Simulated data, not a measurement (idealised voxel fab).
The document below concerns the process module designated voxel capacitor over wiring.
Each square cell in cross-section cut measures 5 nm, and the section as a whole is 180 nm wide.
Throughout this document, each cross-section is represented as a grid of square cells and is presented as a sequence of bands enumerated from the top downward, where a band comprises one or more rows of cells. Top, bottom (nm), then materials left to right with widths (nm); lone material tagged "edge to edge" fills the whole band edge to edge; "empty" = empty space. Heights are expressed relative to 0, this being the level below which the as-received wafer comprises one material exclusively. The lowest band is unbounded in the downward direction and is denoted as in "from 0 down". Width spec "30 to 40" -> top row of cells at first value, bottom row at second value, equal per-row change in between. A step reported as "no alterations made" is a step in which no cell of the cross-section changed. So "Closed void list" is basically the list of trapped voids: any empty space of 8 cells or more that can't reach the top through an opening. They're written width x height at distance, the distance being from the left edge, and it's all nm. Whatever follows a step's settings on its line is a remark the simulator itself makes about that step. The optional step-line setting "overlay nm" applies to steps with a mask and quantifies how far to the right of its planned location the mask lay, a negative value indicating leftward placement.
So here's the lineup of process steps we planned:
1 RECEIVE,material Si
2 CONFORMAL_DEP,material SiO2,thk nm 10
3 DIRECTIONAL_DEP,material TiN,thk nm 5
4 DIRECTIONAL_DEP,material Ru,thk nm 20
5 MASKED_ETCH,tone cover,mask id METAL_1,width nm 20,pitch nm 75,etch materials Ru,depth nm 20,overlay nm 0
6 MASKED_ETCH,tone cover,mask id METAL_1,width nm 20,pitch nm 75,etch materials TiN,depth nm 5,overlay nm 0
7 CONFORMAL_DEP,material SiN,thk nm 5
8 FILL_DEP,material SiO2,thk nm 10
9 CMP,height nm 35
10 CONFORMAL_DEP,material SiCN,thk nm 5
11 DIRECTIONAL_DEP,material lowk,thk nm 10
12 PATTERN,tone open,mask id PLUG_1,material resist,width nm 15,thk nm 15,overlay nm 0
13 DIRECTIONAL_ETCH,etch materials lowk,depth nm 10
14 DIRECTIONAL_ETCH,etch materials SiCN,depth nm 5
15 STRIP,etch materials resist
16 CONFORMAL_DEP,material TiN,thk nm 5
17 FILL_DEP,material W,thk nm 10
18 CMP,height nm 50
19 DIRECTIONAL_DEP,material TiN,thk nm 5
20 DIRECTIONAL_DEP,material SiN,thk nm 5
21 DIRECTIONAL_DEP,material TiN,thk nm 10
22 PATTERN,tone cover,mask id UPPER_PLATE,material resist,width nm 60,thk nm 15,overlay nm 0
23 DIRECTIONAL_ETCH,etch materials TiN,depth nm 10
24 DIRECTIONAL_ETCH,etch materials SiN,depth nm 5
25 STRIP,etch materials resist
26 PATTERN,tone cover,mask id LOWER_PLATE,material resist,width nm 70,thk nm 15,overlay nm 0
27 DIRECTIONAL_ETCH,etch materials TiN,depth nm 5
28 STRIP,etch materials resist
29 FILL_DEP,material SiO2,thk nm 15
30 CMP,height nm 80
31 PATTERN,tone open,mask id PLUG_2,material resist,width nm 15,thk nm 15,overlay nm 0
32 DIRECTIONAL_ETCH,etch materials SiO2,depth nm 10
33 STRIP,etch materials resist
34 CONFORMAL_DEP,material TiN,thk nm 5
35 FILL_DEP,material Ru,thk nm 10
36 CMP,height nm 80
37 CONFORMAL_DEP,material SiCN,thk nm 5
First wafer out of two, processed as planned:
Incoming wafer, cross-sectional view, post step 1:
* from 0 down = Si edge to edge
* Closed void list: none
So this is the wafer cross-section right after step 2:
* from 10 to 0 = SiO2 edge to edge
* Unchanged below 0.
So this is the wafer cross-section right after step 3:
* from 15 to 10 = TiN edge to edge
* Unchanged below 10.
So this is the wafer cross-section right after step 4:
* from 35 to 15 = Ru edge to edge
* Unchanged below 15.
So this is the wafer cross-section right after step 5:
* from 35 to 15 = empty 40 nm | Ru 20 nm | empty 55 nm | Ru 20 nm | empty 45 nm
* Unchanged below 15.
So this is the wafer cross-section right after step 6:
* from 35 to 15 = empty 40 nm | Ru 20 nm | empty 55 nm | Ru 20 nm | empty 45 nm
* from 15 to 10 = empty 40 nm | TiN 20 nm | empty 55 nm | TiN 20 nm | empty 45 nm
* Unchanged below 10.
So this is the wafer cross-section right after step 7:
* from 40 to 35 = empty 35 nm | SiN 30 nm | empty 45 nm | SiN 30 nm | empty 40 nm
* from 35 to 15 = empty 35 nm | SiN 5 nm | Ru 20 nm | SiN 5 nm | empty 45 nm | SiN 5 nm | Ru 20 nm | SiN 5 nm | empty 40 nm
* from 15 to 10 = SiN 40 nm | TiN 20 nm | SiN 55 nm | TiN 20 nm | SiN 45 nm
* Unchanged below 10.
So this is the wafer cross-section right after step 8:
* from 50 to 40 = SiO2 edge to edge
* from 40 to 35 = SiO2 35 nm | SiN 30 nm | SiO2 45 nm | SiN 30 nm | SiO2 40 nm
* from 35 to 15 = SiO2 35 nm | SiN 5 nm | Ru 20 nm | SiN 5 nm | SiO2 45 nm | SiN 5 nm | Ru 20 nm | SiN 5 nm | SiO2 40 nm
* Unchanged below 15.
So this is the wafer cross-section right after step 9:
* from 35 to 15 = SiO2 35 nm | SiN 5 nm | Ru 20 nm | SiN 5 nm | SiO2 45 nm | SiN 5 nm | Ru 20 nm | SiN 5 nm | SiO2 40 nm
* Unchanged below 15.
So this is the wafer cross-section right after step 10:
* from 40 to 35 = SiCN edge to edge
* Unchanged below 35.
So this is the wafer cross-section right after step 11:
* from 50 to 40 = lowk edge to edge
* Unchanged below 40.
So this is the wafer cross-section right after step 12:
* from 65 to 50 = resist 45 nm | empty 15 nm | resist 120 nm
* Unchanged below 50.
So this is the wafer cross-section right after step 13:
* from 65 to 50 = resist 45 nm | empty 15 nm | resist 120 nm
* from 50 to 40 = lowk 45 nm | empty 15 nm | lowk 120 nm
* Unchanged below 40.
So this is the wafer cross-section right after step 14:
* from 65 to 50 = resist 45 nm | empty 15 nm | resist 120 nm
* from 50 to 40 = lowk 45 nm | empty 15 nm | lowk 120 nm
* from 40 to 35 = SiCN 45 nm | empty 15 nm | SiCN 120 nm
* Unchanged below 35.
So this is the wafer cross-section right after step 15:
* from 50 to 40 = lowk 45 nm | empty 15 nm | lowk 120 nm
* Unchanged below 40.
So this is the wafer cross-section right after step 16:
* from 55 to 50 = TiN 50 nm | empty 5 nm | TiN 125 nm
* from 50 to 40 = lowk 45 nm | TiN 5 nm | empty 5 nm | TiN 5 nm | lowk 120 nm
* from 40 to 35 = SiCN 45 nm | TiN 15 nm | SiCN 120 nm
* Unchanged below 35.
So this is the wafer cross-section right after step 17:
* from 65 to 55 = W edge to edge
* from 55 to 50 = TiN 50 nm | W 5 nm | TiN 125 nm
* from 50 to 40 = lowk 45 nm | TiN 5 nm | W 5 nm | TiN 5 nm | lowk 120 nm
* Unchanged below 40.
So this is the wafer cross-section right after step 18:
* from 50 to 40 = lowk 45 nm | TiN 5 nm | W 5 nm | TiN 5 nm | lowk 120 nm
* Unchanged below 40.
So this is the wafer cross-section right after step 19:
* from 55 to 50 = TiN edge to edge
* Unchanged below 50.
So this is the wafer cross-section right after step 20:
* from 60 to 55 = SiN edge to edge
* Unchanged below 55.
So this is the wafer cross-section right after step 21:
* from 70 to 60 = TiN edge to edge
* Unchanged below 60.
So this is the wafer cross-section right after step 22:
* from 85 to 70 = empty 45 nm | resist 60 nm | empty 75 nm
* Unchanged below 70.
So this is the wafer cross-section right after step 23:
* from 85 to 70 = empty 45 nm | resist 60 nm | empty 75 nm
* from 70 to 60 = empty 45 nm | TiN 60 nm | empty 75 nm
* Unchanged below 60.
So this is the wafer cross-section right after step 24:
* from 85 to 70 = empty 45 nm | resist 60 nm | empty 75 nm
* from 70 to 60 = empty 45 nm | TiN 60 nm | empty 75 nm
* from 60 to 55 = empty 45 nm | SiN 60 nm | empty 75 nm
* Unchanged below 55.
So this is the wafer cross-section right after step 25:
* from 70 to 60 = empty 45 nm | TiN 60 nm | empty 75 nm
* Unchanged below 60.
So this is the wafer cross-section right after step 26:
* from 85 to 70 = empty 40 nm | resist 70 nm | empty 70 nm
* from 70 to 60 = empty 40 nm | resist 5 nm | TiN 60 nm | resist 5 nm | empty 70 nm
* from 60 to 55 = empty 40 nm | resist 5 nm | SiN 60 nm | resist 5 nm | empty 70 nm
* Unchanged below 55.
So this is the wafer cross-section right after step 27:
* from 85 to 70 = empty 40 nm | resist 70 nm | empty 70 nm
* from 70 to 60 = empty 40 nm | resist 5 nm | TiN 60 nm | resist 5 nm | empty 70 nm
* from 60 to 55 = empty 40 nm | resist 5 nm | SiN 60 nm | resist 5 nm | empty 70 nm
* from 55 to 50 = empty 40 nm | TiN 70 nm | empty 70 nm
* Unchanged below 50.
So this is the wafer cross-section right after step 28:
* from 70 to 60 = empty 45 nm | TiN 60 nm | empty 75 nm
* from 60 to 55 = empty 45 nm | SiN 60 nm | empty 75 nm
* Unchanged below 55.
So this is the wafer cross-section right after step 29:
* from 85 to 70 = SiO2 edge to edge
* from 70 to 60 = SiO2 45 nm | TiN 60 nm | SiO2 75 nm
* from 60 to 55 = SiO2 45 nm | SiN 60 nm | SiO2 75 nm
* from 55 to 50 = SiO2 40 nm | TiN 70 nm | SiO2 70 nm
* Unchanged below 50.
So this is the wafer cross-section right after step 30:
* from 80 to 70 = SiO2 edge to edge
* Unchanged below 70.
So this is the wafer cross-section right after step 31:
* from 95 to 80 = resist 55 nm | empty 15 nm | resist 110 nm
* Unchanged below 80.
So this is the wafer cross-section right after step 32:
* from 95 to 80 = resist 55 nm | empty 15 nm | resist 110 nm
* from 80 to 70 = SiO2 55 nm | empty 15 nm | SiO2 110 nm
* Unchanged below 70.
So this is the wafer cross-section right after step 33:
* from 80 to 70 = SiO2 55 nm | empty 15 nm | SiO2 110 nm
* Unchanged below 70.
So this is the wafer cross-section right after step 34:
* from 85 to 80 = TiN 60 nm | empty 5 nm | TiN 115 nm
* from 80 to 75 = SiO2 55 nm | TiN 5 nm | empty 5 nm | TiN 5 nm | SiO2 110 nm
* from 75 to 70 = SiO2 55 nm | TiN 15 nm | SiO2 110 nm
* Unchanged below 70.
So this is the wafer cross-section right after step 35:
* from 95 to 85 = Ru edge to edge
* from 85 to 80 = TiN 60 nm | Ru 5 nm | TiN 115 nm
* from 80 to 75 = SiO2 55 nm | TiN 5 nm | Ru 5 nm | TiN 5 nm | SiO2 110 nm
* Unchanged below 75.
So this is the wafer cross-section right after step 36:
* from 80 to 75 = SiO2 55 nm | TiN 5 nm | Ru 5 nm | TiN 5 nm | SiO2 110 nm
* Unchanged below 75.
So this is the wafer cross-section right after step 37:
* from 85 to 80 = SiCN edge to edge
* Unchanged below 80.
Okay, second wafer. Nothing different at the start, nothing different in the plan, just one mistake somewhere in the running. As far as step 2, counting that step, it's the first wafer all over again:
Cross-section, second wafer, at the end time the plan gives for step 3:
* from 30 to 10 = Ru edge to edge
* Unchanged below 10.
Cross-section, second wafer, at the end time the plan gives for step 4:
* from 35 to 30 = TiN edge to edge
* Unchanged below 30.
Cross-section, second wafer, at the end time the plan gives for step 5: no alterations made
Cross-section, second wafer, at the end time the plan gives for step 6:
* from 35 to 30 = empty 40 nm | TiN 20 nm | empty 55 nm | TiN 20 nm | empty 45 nm
* Unchanged below 30.
Cross-section, second wafer, at the end time the plan gives for step 7:
* from 40 to 35 = empty 35 nm | SiN 30 nm | empty 45 nm | SiN 30 nm | empty 40 nm
* from 35 to 30 = SiN 40 nm | TiN 20 nm | SiN 55 nm | TiN 20 nm | SiN 45 nm
* Unchanged below 30.
Cross-section, second wafer, at the end time the plan gives for step 8:
* from 50 to 40 = SiO2 edge to edge
* from 40 to 35 = SiO2 35 nm | SiN 30 nm | SiO2 45 nm | SiN 30 nm | SiO2 40 nm
* Unchanged below 35.
Cross-section, second wafer, at the end time the plan gives for step 9:
* from 35 to 30 = SiN 40 nm | TiN 20 nm | SiN 55 nm | TiN 20 nm | SiN 45 nm
* Unchanged below 30.
Cross-section, second wafer, at the end time the plan gives for step 10:
* from 40 to 35 = SiCN edge to edge
* Unchanged below 35.
Cross-section, second wafer, at the end time the plan gives for step 11:
* from 50 to 40 = lowk edge to edge
* Unchanged below 40.
Cross-section, second wafer, at the end time the plan gives for step 12:
* from 65 to 50 = resist 45 nm | empty 15 nm | resist 120 nm
* Unchanged below 50.
Cross-section, second wafer, at the end time the plan gives for step 13:
* from 65 to 50 = resist 45 nm | empty 15 nm | resist 120 nm
* from 50 to 40 = lowk 45 nm | empty 15 nm | lowk 120 nm
* Unchanged below 40.
Cross-section, second wafer, at the end time the plan gives for step 14:
* from 65 to 50 = resist 45 nm | empty 15 nm | resist 120 nm
* from 50 to 40 = lowk 45 nm | empty 15 nm | lowk 120 nm
* from 40 to 35 = SiCN 45 nm | empty 15 nm | SiCN 120 nm
* Unchanged below 35.
Cross-section, second wafer, at the end time the plan gives for step 15:
* from 50 to 40 = lowk 45 nm | empty 15 nm | lowk 120 nm
* Unchanged below 40.
Cross-section, second wafer, at the end time the plan gives for step 16:
* from 55 to 50 = TiN 50 nm | empty 5 nm | TiN 125 nm
* from 50 to 40 = lowk 45 nm | TiN 5 nm | empty 5 nm | TiN 5 nm | lowk 120 nm
* from 40 to 35 = SiCN 45 nm | TiN 15 nm | SiCN 120 nm
* Unchanged below 35.
Cross-section, second wafer, at the end time the plan gives for step 17:
* from 65 to 55 = W edge to edge
* from 55 to 50 = TiN 50 nm | W 5 nm | TiN 125 nm
* from 50 to 40 = lowk 45 nm | TiN 5 nm | W 5 nm | TiN 5 nm | lowk 120 nm
* Unchanged below 40.
Cross-section, second wafer, at the end time the plan gives for step 18:
* from 50 to 40 = lowk 45 nm | TiN 5 nm | W 5 nm | TiN 5 nm | lowk 120 nm
* Unchanged below 40.
Cross-section, second wafer, at the end time the plan gives for step 19:
* from 55 to 50 = TiN edge to edge
* Unchanged below 50.
Cross-section, second wafer, at the end time the plan gives for step 20:
* from 60 to 55 = SiN edge to edge
* Unchanged below 55.
Cross-section, second wafer, at the end time the plan gives for step 21:
* from 70 to 60 = TiN edge to edge
* Unchanged below 60.
Cross-section, second wafer, at the end time the plan gives for step 22:
* from 85 to 70 = empty 45 nm | resist 60 nm | empty 75 nm
* Unchanged below 70.
Cross-section, second wafer, at the end time the plan gives for step 23:
* from 85 to 70 = empty 45 nm | resist 60 nm | empty 75 nm
* from 70 to 60 = empty 45 nm | TiN 60 nm | empty 75 nm
* Unchanged below 60.
Cross-section, second wafer, at the end time the plan gives for step 24:
* from 85 to 70 = empty 45 nm | resist 60 nm | empty 75 nm
* from 70 to 60 = empty 45 nm | TiN 60 nm | empty 75 nm
* from 60 to 55 = empty 45 nm | SiN 60 nm | empty 75 nm
* Unchanged below 55.
Cross-section, second wafer, at the end time the plan gives for step 25:
* from 70 to 60 = empty 45 nm | TiN 60 nm | empty 75 nm
* Unchanged below 60.
Cross-section, second wafer, at the end time the plan gives for step 26:
* from 85 to 70 = empty 40 nm | resist 70 nm | empty 70 nm
* from 70 to 60 = empty 40 nm | resist 5 nm | TiN 60 nm | resist 5 nm | empty 70 nm
* from 60 to 55 = empty 40 nm | resist 5 nm | SiN 60 nm | resist 5 nm | empty 70 nm
* Unchanged below 55.
Cross-section, second wafer, at the end time the plan gives for step 27:
* from 85 to 70 = empty 40 nm | resist 70 nm | empty 70 nm
* from 70 to 60 = empty 40 nm | resist 5 nm | TiN 60 nm | resist 5 nm | empty 70 nm
* from 60 to 55 = empty 40 nm | resist 5 nm | SiN 60 nm | resist 5 nm | empty 70 nm
* from 55 to 50 = empty 40 nm | TiN 70 nm | empty 70 nm
* Unchanged below 50.
Cross-section, second wafer, at the end time the plan gives for step 28:
* from 70 to 60 = empty 45 nm | TiN 60 nm | empty 75 nm
* from 60 to 55 = empty 45 nm | SiN 60 nm | empty 75 nm
* Unchanged below 55.
Cross-section, second wafer, at the end time the plan gives for step 29:
* from 85 to 70 = SiO2 edge to edge
* from 70 to 60 = SiO2 45 nm | TiN 60 nm | SiO2 75 nm
* from 60 to 55 = SiO2 45 nm | SiN 60 nm | SiO2 75 nm
* from 55 to 50 = SiO2 40 nm | TiN 70 nm | SiO2 70 nm
* Unchanged below 50.
Cross-section, second wafer, at the end time the plan gives for step 30:
* from 80 to 70 = SiO2 edge to edge
* Unchanged below 70.
Cross-section, second wafer, at the end time the plan gives for step 31:
* from 95 to 80 = resist 55 nm | empty 15 nm | resist 110 nm
* Unchanged below 80.
Cross-section, second wafer, at the end time the plan gives for step 32:
* from 95 to 80 = resist 55 nm | empty 15 nm | resist 110 nm
* from 80 to 70 = SiO2 55 nm | empty 15 nm | SiO2 110 nm
* Unchanged below 70.
Cross-section, second wafer, at the end time the plan gives for step 33:
* from 80 to 70 = SiO2 55 nm | empty 15 nm | SiO2 110 nm
* Unchanged below 70.
Cross-section, second wafer, at the end time the plan gives for step 34:
* from 85 to 80 = TiN 60 nm | empty 5 nm | TiN 115 nm
* from 80 to 75 = SiO2 55 nm | TiN 5 nm | empty 5 nm | TiN 5 nm | SiO2 110 nm
* from 75 to 70 = SiO2 55 nm | TiN 15 nm | SiO2 110 nm
* Unchanged below 70.
Cross-section, second wafer, at the end time the plan gives for step 35:
* from 95 to 85 = Ru edge to edge
* from 85 to 80 = TiN 60 nm | Ru 5 nm | TiN 115 nm
* from 80 to 75 = SiO2 55 nm | TiN 5 nm | Ru 5 nm | TiN 5 nm | SiO2 110 nm
* Unchanged below 75.
Cross-section, second wafer, at the end time the plan gives for step 36:
* from 80 to 75 = SiO2 55 nm | TiN 5 nm | Ru 5 nm | TiN 5 nm | SiO2 110 nm
* Unchanged below 75.
Cross-section, second wafer, at the end time the plan gives for step 37:
* from 85 to 80 = SiCN edge to edge
* Unchanged below 80.
What broke from the plan during processing? steps 3 and 4 were swapped
At the finish, the second wafer shows more or fewer cells for some materials than the first does: Ru: 112 more, SiN: 16 fewer, SiO2: 96 fewer
